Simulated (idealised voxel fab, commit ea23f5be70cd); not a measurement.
This section sets out a process module, namely voxel spacer lines.
In the cross-section labelled cut, the width is 165 nm and each square cell is 5 nm.
We lay out every cross-section as a grid of square cells and spell it out in bands from the top down, where one band means one or more rows of cells.
Top height, bottom height, nm. Materials left to right, width each, nm. Single material + "full width" = fills band edge to edge. "air" = empty.
Height datum 0, below which the as-received substrate wafer is one material. Lowest band open at the bottom, running downward: "0 -> down".
Per-row width for "30..40": begins at first number (top row of band), ends at second number (bottom row), increment between rows held constant.
Take "no alteration" at face value: in the step it is given for, the cross-section changed in none of its cells.
Entry "Enclosed void catalog" = empty spaces >= 8 cells with no open way to the top; each as width x height at distance, distance from left edge, all nm.
Heads up: the bit after the settings on a step's line is the simulator's remark on that step.
If you see "overlay nm" on a step's line and that step has a mask, it's telling you how far right of where it was planned the mask ended up; a negative number means it went left instead.
### The steps planned for the process are as follows
1. RECEIVE,material Si
2. CONFORMAL_DEP,material Al2O3,thk nm 5
3. DIRECTIONAL_DEP,material polySi,thk nm 20
4. DIRECTIONAL_DEP,material aC,thk nm 30
5. PATTERN,tone cover,mask id MANDREL,material resist,width nm 20,pitch nm 70,thk nm 35,overlay nm 0
6. DIRECTIONAL_ETCH,etch materials aC,depth nm 30
7. STRIP,etch materials resist
8. CONFORMAL_DEP,material SiO2,thk nm 15
9. DIRECTIONAL_ETCH,etch materials SiO2,depth nm 15
10. STRIP,etch materials aC
11. DIRECTIONAL_ETCH,etch materials polySi,depth nm 20
12. STRIP,etch materials SiO2
### Cross-section of the incoming wafer, state after step 1
- 0 -> down  Si full width
- Enclosed void catalog: none
### Post-module cross-section of the first of two wafers (run per plan)
- 25 -> 5  air: 20  polySi: 15  air: 20  polySi: 15  air: 20  polySi: 15  air: 20  polySi: 15  air: 25
- 5 -> 0  Al2O3 full width
- 0 -> down  Si full width
- Enclosed void catalog: none
### End of module, second wafer, cross-section. Started like the first, planned like the first, run with one mistake
- 25 -> 5  air: 10  polySi: 15  air: 20  polySi: 15  air: 20  polySi: 15  air: 20  polySi: 15  air: 35
- 5 -> 0  Al2O3 full width
- 0 -> down  Si full width
- Enclosed void catalog: none
It is concluded that the wafer was processed incorrectly with respect to the plan, in that step 5 ran as: PATTERN,tone cover,mask id MANDREL,material resist,width nm 20,pitch nm 70,thk nm 35,overlay nm -10
At the close, every material occupies the same number of cells on the second wafer as on the first, only in different positions.
